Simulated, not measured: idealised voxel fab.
Process module under the name voxel wiring stack
The cross-section shown here is cut; it is 205 nm wide and divided into square cells measuring 5 nm on a side.
Square cells in a grid make up a cross-section in this document, and the grid is given as bands, listed from the top down, each one or more rows of cells. It is stipulated that each band's entry specify, in nanometres, the height of the top of the band and then that of its bottom, followed by the materials of the band in left-to-right sequence, each together with its width in nanometres. A single material marked by the word "full width" is understood to fill the band from edge to edge; the word "air" is understood to denote empty space. Beneath 0, the wafer as received is one material, and that level is where height counting begins. The lowest band goes on downward without a bottom; it is written like "0 and below". Read "30..40" as a graded width: first number on top, second number at the bottom, same change between each pair of neighbouring rows. "all unchanged" -> step changed no cross-section cell. Entry "Sealed-off cavities". Content: empty spaces with no open connection to the top, size 8 cells or greater. Each: width x height at distance. Distance: from left edge. Unit: nm. Anything after a step's settings on that line? It's the simulator's own note about the step. "overlay nm", when on a step's line for a step with a mask, measures how far to the right of its planned place the mask lay; a negative measure means to the left.

Set out below are the planned steps of the process
1. RECEIVE with material Si
2. CONFORMAL_DEP with material SiO2, thk nm 10
3. CONFORMAL_DEP with material SiN, thk nm 5
4. DIRECTIONAL_DEP with material SiO2, thk nm 20
5. DIRECTIONAL_DEP with material aC, thk nm 15
6. PATTERN with tone open, mask id METAL_1, material resist, width nm 25, pitch nm 50, thk nm 35, overlay nm 0
7. DIRECTIONAL_ETCH with etch materials aC, depth nm 15
8. STRIP with etch materials resist
9. DIRECTIONAL_ETCH with etch materials SiO2, depth nm 20
10. DIRECTIONAL_ETCH with etch materials SiN, depth nm 5
11. STRIP with etch materials aC
12. CONFORMAL_DEP with material TiN, thk nm 5
13. FILL_DEP with material W, thk nm 5
14. CMP with height nm 35
15. EPI with material Ru, thk nm 5
16. FILL_DEP with material SiCN, thk nm 5
17. DIRECTIONAL_DEP with material lowk, thk nm 35
18. MASKED_ETCH with tone open, mask id METAL_2_HOLES, width nm 15, pitch nm 50, etch materials lowk, depth nm 35, overlay nm 0
19. MASKED_ETCH with tone open, mask id METAL_2, width nm 25, pitch nm 50, etch materials lowk, depth nm 20, overlay nm 0
20. MASKED_ETCH with tone open, mask id METAL_2, width nm 25, pitch nm 50, etch materials SiCN, depth nm 5, overlay nm 0
21. CONFORMAL_DEP with material TiN, thk nm 5
22. FILL_DEP with material Cu, thk nm 10
23. CMP with height nm 80
24. CONFORMAL_DEP with material SiCN, thk nm 5
25. DIRECTIONAL_DEP with material SiO2, thk nm 30
26. PATTERN with tone open, mask id METAL_3_HOLES, material resist, width nm 15, pitch nm 50, thk nm 15, overlay nm 0
27. DIRECTIONAL_ETCH with etch materials SiO2, depth nm 30
28. STRIP with etch materials resist
29. DIRECTIONAL_DEP with material aC, thk nm 15
30. PATTERN with tone open, mask id METAL_3, material resist, width nm 25, pitch nm 50, thk nm 35, overlay nm 0
31. DIRECTIONAL_ETCH with etch materials aC, depth nm 15
32. STRIP with etch materials resist
33. DIRECTIONAL_ETCH with etch materials SiO2, depth nm 20
34. DIRECTIONAL_ETCH with etch materials SiCN, depth nm 5
35. STRIP with etch materials aC
36. CONFORMAL_DEP with material TiN, thk nm 5
37. FILL_DEP with material Ru, thk nm 10
38. CMP with height nm 115
39. CONFORMAL_DEP with material SiCN, thk nm 5

So, the first of our two wafers, run just as we planned it

Cross-section: wafer on arrival = after step 1
- 0 and below = Si full width
- Sealed-off cavities: none

Wafer section view after processing step 2
- 10 down to 0 = SiO2 full width
- Below 0, no change.

Wafer section view after processing step 3
- 15 down to 10 = SiN full width
- Below 10, no change.

Wafer section view after processing step 4
- 35 down to 15 = SiO2 full width
- Below 15, no change.

Wafer section view after processing step 5
- 50 down to 35 = aC full width
- Below 35, no change.

Wafer section view after processing step 6
- 85 down to 50 = resist (40), air (25), resist (25), air (25), resist (25), air (25), resist (40)
- Below 50, no change.

Wafer section view after processing step 7
- 70 down to 50 = resist (40), air (25), resist (25), air (25), resist (25), air (25), resist (40)
- 50 down to 35 = aC (40), air (25), aC (25), air (25), aC (25), air (25), aC (40)
- Below 35, no change.

Wafer section view after processing step 8
- 50 down to 35 = aC (40), air (25), aC (25), air (25), aC (25), air (25), aC (40)
- Below 35, no change.

Wafer section view after processing step 9
- 50 down to 35 = aC (40), air (25), aC (25), air (25), aC (25), air (25), aC (40)
- 35 down to 15 = SiO2 (40), air (25), SiO2 (25), air (25), SiO2 (25), air (25), SiO2 (40)
- Below 15, no change.

Wafer section view after processing step 10
- 50 down to 35 = aC (40), air (25), aC (25), air (25), aC (25), air (25), aC (40)
- 35 down to 15 = SiO2 (40), air (25), SiO2 (25), air (25), SiO2 (25), air (25), SiO2 (40)
- 15 down to 10 = SiN (40), air (25), SiN (25), air (25), SiN (25), air (25), SiN (40)
- Below 10, no change.

Wafer section view after processing step 11
- 35 down to 15 = SiO2 (40), air (25), SiO2 (25), air (25), SiO2 (25), air (25), SiO2 (40)
- Below 15, no change.

Wafer section view after processing step 12
- 40 down to 35 = TiN (45), air (15), TiN (35), air (15), TiN (35), air (15), TiN (45)
- 35 down to 15 = SiO2 (40), TiN (5), air (15), TiN (5), SiO2 (25), TiN (5), air (15), TiN (5), SiO2 (25), TiN (5), air (15), TiN (5), SiO2 (40)
- 15 down to 10 = SiN (40), TiN (25), SiN (25), TiN (25), SiN (25), TiN (25), SiN (40)
- Below 10, no change.

Wafer section view after processing step 13
- 45 down to 40 = W full width
- 40 down to 35 = TiN (45), W (15), TiN (35), W (15), TiN (35), W (15), TiN (45)
- 35 down to 15 = SiO2 (40), TiN (5), W (15), TiN (5), SiO2 (25), TiN (5), W (15), TiN (5), SiO2 (25), TiN (5), W (15), TiN (5), SiO2 (40)
- Below 15, no change.

Wafer section view after processing step 14
- 35 down to 15 = SiO2 (40), TiN (5), W (15), TiN (5), SiO2 (25), TiN (5), W (15), TiN (5), SiO2 (25), TiN (5), W (15), TiN (5), SiO2 (40)
- Below 15, no change.

Wafer section view after processing step 15
- 40 down to 35 = air (35), Ru (35), air (15), Ru (35), air (15), Ru (35), air (35)
- Below 35, no change.

Wafer section view after processing step 16
- 45 down to 40 = SiCN full width
- 40 down to 35 = SiCN (35), Ru (35), SiCN (15), Ru (35), SiCN (15), Ru (35), SiCN (35)
- Below 35, no change.

Wafer section view after processing step 17
- 80 down to 45 = lowk full width
- Below 45, no change.

Wafer section view after processing step 18
- 80 down to 45 = lowk (40), air (15), lowk (35), air (15), lowk (35), air (15), lowk (50)
- Below 45, no change.

Wafer section view after processing step 19
- 80 down to 60 = lowk (40), air (25), lowk (25), air (25), lowk (25), air (25), lowk (40)
- Below 60, no change.

Wafer section view after processing step 20
- 80 down to 60 = lowk (40), air (25), lowk (25), air (25), lowk (25), air (25), lowk (40)
- 60 down to 45 = lowk (40), air (15), lowk (35), air (15), lowk (35), air (15), lowk (50)
- 45 down to 40 = SiCN (40), air (15), SiCN (35), air (15), SiCN (35), air (15), SiCN (50)
- Below 40, no change.

Wafer section view after processing step 21
- 85 down to 80 = TiN (45), air (15), TiN (35), air (15), TiN (35), air (15), TiN (45)
- 80 down to 65 = lowk (40), TiN (5), air (15), TiN (5), lowk (25), TiN (5), air (15), TiN (5), lowk (25), TiN (5), air (15), TiN (5), lowk (40)
- 65 down to 60 = lowk (40), TiN (5), air (5), TiN (15), lowk (25), TiN (5), air (5), TiN (15), lowk (25), TiN (5), air (5), TiN (15), lowk (40)
- 60 down to 45 = lowk (40), TiN (5), air (5), TiN (5), lowk (35), TiN (5), air (5), TiN (5), lowk (35), TiN (5), air (5), TiN (5), lowk (50)
- 45 down to 40 = SiCN (40), TiN (15), SiCN (35), TiN (15), SiCN (35), TiN (15), SiCN (50)
- Below 40, no change.

Wafer section view after processing step 22
- 95 down to 85 = Cu full width
- 85 down to 80 = TiN (45), Cu (15), TiN (35), Cu (15), TiN (35), Cu (15), TiN (45)
- 80 down to 65 = lowk (40), TiN (5), Cu (15), TiN (5), lowk (25), TiN (5), Cu (15), TiN (5), lowk (25), TiN (5), Cu (15), TiN (5), lowk (40)
- 65 down to 60 = lowk (40), TiN (5), Cu (5), TiN (15), lowk (25), TiN (5), Cu (5), TiN (15), lowk (25), TiN (5), Cu (5), TiN (15), lowk (40)
- 60 down to 45 = lowk (40), TiN (5), Cu (5), TiN (5), lowk (35), TiN (5), Cu (5), TiN (5), lowk (35), TiN (5), Cu (5), TiN (5), lowk (50)
- Below 45, no change.

Wafer section view after processing step 23
- 80 down to 65 = lowk (40), TiN (5), Cu (15), TiN (5), lowk (25), TiN (5), Cu (15), TiN (5), lowk (25), TiN (5), Cu (15), TiN (5), lowk (40)
- Below 65, no change.

Wafer section view after processing step 24
- 85 down to 80 = SiCN full width
- Below 80, no change.

Wafer section view after processing step 25
- 115 down to 85 = SiO2 full width
- Below 85, no change.

Wafer section view after processing step 26
- 130 down to 115 = resist (40), air (15), resist (35), air (15), resist (35), air (15), resist (50)
- Below 115, no change.

Wafer section view after processing step 27
- 130 down to 115 = resist (40), air (15), resist (35), air (15), resist (35), air (15), resist (50)
- 115 down to 85 = SiO2 (40), air (15), SiO2 (35), air (15), SiO2 (35), air (15), SiO2 (50)
- Below 85, no change.

Wafer section view after processing step 28
- 115 down to 85 = SiO2 (40), air (15), SiO2 (35), air (15), SiO2 (35), air (15), SiO2 (50)
- Below 85, no change.

Wafer section view after processing step 29
- 130 down to 115 = aC (40), air (15), aC (35), air (15), aC (35), air (15), aC (50)
- 115 down to 100 = SiO2 (40), air (15), SiO2 (35), air (15), SiO2 (35), air (15), SiO2 (50)
- 100 down to 85 = SiO2 (40), aC (15), SiO2 (35), aC (15), SiO2 (35), aC (15), SiO2 (50)
- Below 85, no change.

Wafer section view after processing step 30
- 165 down to 130 = resist (40), air (25), resist (25), air (25), resist (25), air (25), resist (40)
- Below 130, no change.

Wafer section view after processing step 31
- 150 down to 130 = resist (40), air (25), resist (25), air (25), resist (25), air (25), resist (40)
- 130 down to 115 = aC (40), air (25), aC (25), air (25), aC (25), air (25), aC (40)
- 115 down to 85 = SiO2 (40), air (15), SiO2 (35), air (15), SiO2 (35), air (15), SiO2 (50)
- Below 85, no change.

Wafer section view after processing step 32
- 130 down to 115 = aC (40), air (25), aC (25), air (25), aC (25), air (25), aC (40)
- Below 115, no change.

Wafer section view after processing step 33
- 130 down to 115 = aC (40), air (25), aC (25), air (25), aC (25), air (25), aC (40)
- 115 down to 95 = SiO2 (40), air (25), SiO2 (25), air (25), SiO2 (25), air (25), SiO2 (40)
- Below 95, no change.

Wafer section view after processing step 34
- 130 down to 115 = aC (40), air (25), aC (25), air (25), aC (25), air (25), aC (40)
- 115 down to 95 = SiO2 (40), air (25), SiO2 (25), air (25), SiO2 (25), air (25), SiO2 (40)
- 95 down to 85 = SiO2 (40), air (15), SiO2 (35), air (15), SiO2 (35), air (15), SiO2 (50)
- 85 down to 80 = SiCN (40), air (15), SiCN (35), air (15), SiCN (35), air (15), SiCN (50)
- Below 80, no change.

Wafer section view after processing step 35
- 115 down to 95 = SiO2 (40), air (25), SiO2 (25), air (25), SiO2 (25), air (25), SiO2 (40)
- Below 95, no change.

Wafer section view after processing step 36
- 120 down to 115 = TiN (45), air (15), TiN (35), air (15), TiN (35), air (15), TiN (45)
- 115 down to 100 = SiO2 (40), TiN (5), air (15), TiN (5), SiO2 (25), TiN (5), air (15), TiN (5), SiO2 (25), TiN (5), air (15), TiN (5), SiO2 (40)
- 100 down to 95 = SiO2 (40), TiN (5), air (5), TiN (15), SiO2 (25), TiN (5), air (5), TiN (15), SiO2 (25), TiN (5), air (5), TiN (15), SiO2 (40)
- 95 down to 85 = SiO2 (40), TiN (5), air (5), TiN (5), SiO2 (35), TiN (5), air (5), TiN (5), SiO2 (35), TiN (5), air (5), TiN (5), SiO2 (50)
- 85 down to 80 = SiCN (40), TiN (15), SiCN (35), TiN (15), SiCN (35), TiN (15), SiCN (50)
- Below 80, no change.

Wafer section view after processing step 37
- 130 down to 120 = Ru full width
- 120 down to 115 = TiN (45), Ru (15), TiN (35), Ru (15), TiN (35), Ru (15), TiN (45)
- 115 down to 100 = SiO2 (40), TiN (5), Ru (15), TiN (5), SiO2 (25), TiN (5), Ru (15), TiN (5), SiO2 (25), TiN (5), Ru (15), TiN (5), SiO2 (40)
- 100 down to 95 = SiO2 (40), TiN (5), Ru (5), TiN (15), SiO2 (25), TiN (5), Ru (5), TiN (15), SiO2 (25), TiN (5), Ru (5), TiN (15), SiO2 (40)
- 95 down to 85 = SiO2 (40), TiN (5), Ru (5), TiN (5), SiO2 (35), TiN (5), Ru (5), TiN (5), SiO2 (35), TiN (5), Ru (5), TiN (5), SiO2 (50)
- Below 85, no change.

Wafer section view after processing step 38
- 115 down to 100 = SiO2 (40), TiN (5), Ru (15), TiN (5), SiO2 (25), TiN (5), Ru (15), TiN (5), SiO2 (25), TiN (5), Ru (15), TiN (5), SiO2 (40)
- Below 100, no change.

Wafer section view after processing step 39
- 120 down to 115 = SiCN full width
- Below 115, no change.

Regarding the second of the two wafers: it shared the first wafer's starting condition and process plan, yet one error occurred during its execution. Its history coincides with that of the first wafer up to and including step 1

Cross-section of the second wafer corresponding to the planned conclusion of step 2
- 5 down to 0 = SiN full width
- Below 0, no change.

Cross-section of the second wafer corresponding to the planned conclusion of step 3
- 15 down to 5 = SiO2 full width
- Below 5, no change.

Cross-section of the second wafer corresponding to the planned conclusion of step 4
- 35 down to 5 = SiO2 full width
- Below 5, no change.

Cross-section of the second wafer corresponding to the planned conclusion of step 5
- 50 down to 35 = aC full width
- Below 35, no change.

Cross-section of the second wafer corresponding to the planned conclusion of step 6
- 85 down to 50 = resist (40), air (25), resist (25), air (25), resist (25), air (25), resist (40)
- Below 50, no change.

Cross-section of the second wafer corresponding to the planned conclusion of step 7
- 70 down to 50 = resist (40), air (25), resist (25), air (25), resist (25), air (25), resist (40)
- 50 down to 35 = aC (40), air (25), aC (25), air (25), aC (25), air (25), aC (40)
- Below 35, no change.

Cross-section of the second wafer corresponding to the planned conclusion of step 8
- 50 down to 35 = aC (40), air (25), aC (25), air (25), aC (25), air (25), aC (40)
- Below 35, no change.

Cross-section of the second wafer corresponding to the planned conclusion of step 9
- 50 down to 35 = aC (40), air (25), aC (25), air (25), aC (25), air (25), aC (40)
- 35 down to 15 = SiO2 (40), air (25), SiO2 (25), air (25), SiO2 (25), air (25), SiO2 (40)
- Below 15, no change.

Cross-section of the second wafer corresponding to the planned conclusion of step 10: all unchanged

Cross-section of the second wafer corresponding to the planned conclusion of step 11
- 35 down to 15 = SiO2 (40), air (25), SiO2 (25), air (25), SiO2 (25), air (25), SiO2 (40)
- Below 15, no change.

Cross-section of the second wafer corresponding to the planned conclusion of step 12
- 40 down to 35 = TiN (45), air (15), TiN (35), air (15), TiN (35), air (15), TiN (45)
- 35 down to 20 = SiO2 (40), TiN (5), air (15), TiN (5), SiO2 (25), TiN (5), air (15), TiN (5), SiO2 (25), TiN (5), air (15), TiN (5), SiO2 (40)
- 20 down to 15 = SiO2 (40), TiN (25), SiO2 (25), TiN (25), SiO2 (25), TiN (25), SiO2 (40)
- Below 15, no change.

Cross-section of the second wafer corresponding to the planned conclusion of step 13
- 45 down to 40 = W full width
- 40 down to 35 = TiN (45), W (15), TiN (35), W (15), TiN (35), W (15), TiN (45)
- 35 down to 20 = SiO2 (40), TiN (5), W (15), TiN (5), SiO2 (25), TiN (5), W (15), TiN (5), SiO2 (25), TiN (5), W (15), TiN (5), SiO2 (40)
- Below 20, no change.

Cross-section of the second wafer corresponding to the planned conclusion of step 14
- 35 down to 20 = SiO2 (40), TiN (5), W (15), TiN (5), SiO2 (25), TiN (5), W (15), TiN (5), SiO2 (25), TiN (5), W (15), TiN (5), SiO2 (40)
- Below 20, no change.

Cross-section of the second wafer corresponding to the planned conclusion of step 15
- 40 down to 35 = air (35), Ru (35), air (15), Ru (35), air (15), Ru (35), air (35)
- Below 35, no change.

Cross-section of the second wafer corresponding to the planned conclusion of step 16
- 45 down to 40 = SiCN full width
- 40 down to 35 = SiCN (35), Ru (35), SiCN (15), Ru (35), SiCN (15), Ru (35), SiCN (35)
- Below 35, no change.

Cross-section of the second wafer corresponding to the planned conclusion of step 17
- 80 down to 45 = lowk full width
- Below 45, no change.

Cross-section of the second wafer corresponding to the planned conclusion of step 18
- 80 down to 45 = lowk (40), air (15), lowk (35), air (15), lowk (35), air (15), lowk (50)
- Below 45, no change.

Cross-section of the second wafer corresponding to the planned conclusion of step 19
- 80 down to 60 = lowk (40), air (25), lowk (25), air (25), lowk (25), air (25), lowk (40)
- Below 60, no change.

Cross-section of the second wafer corresponding to the planned conclusion of step 20
- 80 down to 60 = lowk (40), air (25), lowk (25), air (25), lowk (25), air (25), lowk (40)
- 60 down to 45 = lowk (40), air (15), lowk (35), air (15), lowk (35), air (15), lowk (50)
- 45 down to 40 = SiCN (40), air (15), SiCN (35), air (15), SiCN (35), air (15), SiCN (50)
- Below 40, no change.

Cross-section of the second wafer corresponding to the planned conclusion of step 21
- 85 down to 80 = TiN (45), air (15), TiN (35), air (15), TiN (35), air (15), TiN (45)
- 80 down to 65 = lowk (40), TiN (5), air (15), TiN (5), lowk (25), TiN (5), air (15), TiN (5), lowk (25), TiN (5), air (15), TiN (5), lowk (40)
- 65 down to 60 = lowk (40), TiN (5), air (5), TiN (15), lowk (25), TiN (5), air (5), TiN (15), lowk (25), TiN (5), air (5), TiN (15), lowk (40)
- 60 down to 45 = lowk (40), TiN (5), air (5), TiN (5), lowk (35), TiN (5), air (5), TiN (5), lowk (35), TiN (5), air (5), TiN (5), lowk (50)
- 45 down to 40 = SiCN (40), TiN (15), SiCN (35), TiN (15), SiCN (35), TiN (15), SiCN (50)
- Below 40, no change.

Cross-section of the second wafer corresponding to the planned conclusion of step 22
- 95 down to 85 = Cu full width
- 85 down to 80 = TiN (45), Cu (15), TiN (35), Cu (15), TiN (35), Cu (15), TiN (45)
- 80 down to 65 = lowk (40), TiN (5), Cu (15), TiN (5), lowk (25), TiN (5), Cu (15), TiN (5), lowk (25), TiN (5), Cu (15), TiN (5), lowk (40)
- 65 down to 60 = lowk (40), TiN (5), Cu (5), TiN (15), lowk (25), TiN (5), Cu (5), TiN (15), lowk (25), TiN (5), Cu (5), TiN (15), lowk (40)
- 60 down to 45 = lowk (40), TiN (5), Cu (5), TiN (5), lowk (35), TiN (5), Cu (5), TiN (5), lowk (35), TiN (5), Cu (5), TiN (5), lowk (50)
- Below 45, no change.

Cross-section of the second wafer corresponding to the planned conclusion of step 23
- 80 down to 65 = lowk (40), TiN (5), Cu (15), TiN (5), lowk (25), TiN (5), Cu (15), TiN (5), lowk (25), TiN (5), Cu (15), TiN (5), lowk (40)
- Below 65, no change.

Cross-section of the second wafer corresponding to the planned conclusion of step 24
- 85 down to 80 = SiCN full width
- Below 80, no change.

Cross-section of the second wafer corresponding to the planned conclusion of step 25
- 115 down to 85 = SiO2 full width
- Below 85, no change.

Cross-section of the second wafer corresponding to the planned conclusion of step 26
- 130 down to 115 = resist (40), air (15), resist (35), air (15), resist (35), air (15), resist (50)
- Below 115, no change.

Cross-section of the second wafer corresponding to the planned conclusion of step 27
- 130 down to 115 = resist (40), air (15), resist (35), air (15), resist (35), air (15), resist (50)
- 115 down to 85 = SiO2 (40), air (15), SiO2 (35), air (15), SiO2 (35), air (15), SiO2 (50)
- Below 85, no change.

Cross-section of the second wafer corresponding to the planned conclusion of step 28
- 115 down to 85 = SiO2 (40), air (15), SiO2 (35), air (15), SiO2 (35), air (15), SiO2 (50)
- Below 85, no change.

Cross-section of the second wafer corresponding to the planned conclusion of step 29
- 130 down to 115 = aC (40), air (15), aC (35), air (15), aC (35), air (15), aC (50)
- 115 down to 100 = SiO2 (40), air (15), SiO2 (35), air (15), SiO2 (35), air (15), SiO2 (50)
- 100 down to 85 = SiO2 (40), aC (15), SiO2 (35), aC (15), SiO2 (35), aC (15), SiO2 (50)
- Below 85, no change.

Cross-section of the second wafer corresponding to the planned conclusion of step 30
- 165 down to 130 = resist (40), air (25), resist (25), air (25), resist (25), air (25), resist (40)
- Below 130, no change.

Cross-section of the second wafer corresponding to the planned conclusion of step 31
- 150 down to 130 = resist (40), air (25), resist (25), air (25), resist (25), air (25), resist (40)
- 130 down to 115 = aC (40), air (25), aC (25), air (25), aC (25), air (25), aC (40)
- 115 down to 85 = SiO2 (40), air (15), SiO2 (35), air (15), SiO2 (35), air (15), SiO2 (50)
- Below 85, no change.

Cross-section of the second wafer corresponding to the planned conclusion of step 32
- 130 down to 115 = aC (40), air (25), aC (25), air (25), aC (25), air (25), aC (40)
- Below 115, no change.

Cross-section of the second wafer corresponding to the planned conclusion of step 33
- 130 down to 115 = aC (40), air (25), aC (25), air (25), aC (25), air (25), aC (40)
- 115 down to 95 = SiO2 (40), air (25), SiO2 (25), air (25), SiO2 (25), air (25), SiO2 (40)
- Below 95, no change.

Cross-section of the second wafer corresponding to the planned conclusion of step 34
- 130 down to 115 = aC (40), air (25), aC (25), air (25), aC (25), air (25), aC (40)
- 115 down to 95 = SiO2 (40), air (25), SiO2 (25), air (25), SiO2 (25), air (25), SiO2 (40)
- 95 down to 85 = SiO2 (40), air (15), SiO2 (35), air (15), SiO2 (35), air (15), SiO2 (50)
- 85 down to 80 = SiCN (40), air (15), SiCN (35), air (15), SiCN (35), air (15), SiCN (50)
- Below 80, no change.

Cross-section of the second wafer corresponding to the planned conclusion of step 35
- 115 down to 95 = SiO2 (40), air (25), SiO2 (25), air (25), SiO2 (25), air (25), SiO2 (40)
- Below 95, no change.

Cross-section of the second wafer corresponding to the planned conclusion of step 36
- 120 down to 115 = TiN (45), air (15), TiN (35), air (15), TiN (35), air (15), TiN (45)
- 115 down to 100 = SiO2 (40), TiN (5), air (15), TiN (5), SiO2 (25), TiN (5), air (15), TiN (5), SiO2 (25), TiN (5), air (15), TiN (5), SiO2 (40)
- 100 down to 95 = SiO2 (40), TiN (5), air (5), TiN (15), SiO2 (25), TiN (5), air (5), TiN (15), SiO2 (25), TiN (5), air (5), TiN (15), SiO2 (40)
- 95 down to 85 = SiO2 (40), TiN (5), air (5), TiN (5), SiO2 (35), TiN (5), air (5), TiN (5), SiO2 (35), TiN (5), air (5), TiN (5), SiO2 (50)
- 85 down to 80 = SiCN (40), TiN (15), SiCN (35), TiN (15), SiCN (35), TiN (15), SiCN (50)
- Below 80, no change.

Cross-section of the second wafer corresponding to the planned conclusion of step 37
- 130 down to 120 = Ru full width
- 120 down to 115 = TiN (45), Ru (15), TiN (35), Ru (15), TiN (35), Ru (15), TiN (45)
- 115 down to 100 = SiO2 (40), TiN (5), Ru (15), TiN (5), SiO2 (25), TiN (5), Ru (15), TiN (5), SiO2 (25), TiN (5), Ru (15), TiN (5), SiO2 (40)
- 100 down to 95 = SiO2 (40), TiN (5), Ru (5), TiN (15), SiO2 (25), TiN (5), Ru (5), TiN (15), SiO2 (25), TiN (5), Ru (5), TiN (15), SiO2 (40)
- 95 down to 85 = SiO2 (40), TiN (5), Ru (5), TiN (5), SiO2 (35), TiN (5), Ru (5), TiN (5), SiO2 (35), TiN (5), Ru (5), TiN (5), SiO2 (50)
- Below 85, no change.

Cross-section of the second wafer corresponding to the planned conclusion of step 38
- 115 down to 100 = SiO2 (40), TiN (5), Ru (15), TiN (5), SiO2 (25), TiN (5), Ru (15), TiN (5), SiO2 (25), TiN (5), Ru (15), TiN (5), SiO2 (40)
- Below 100, no change.

Cross-section of the second wafer corresponding to the planned conclusion of step 39
- 120 down to 115 = SiCN full width
- Below 115, no change.
What was the processing mistake? steps 2 and 3 traded places in the executed sequence
In the final state, the cell counts of the second wafer exceed or fall short of those of the first for the following materials: 15 more of SiN | 6 fewer of TiN | 9 fewer of W
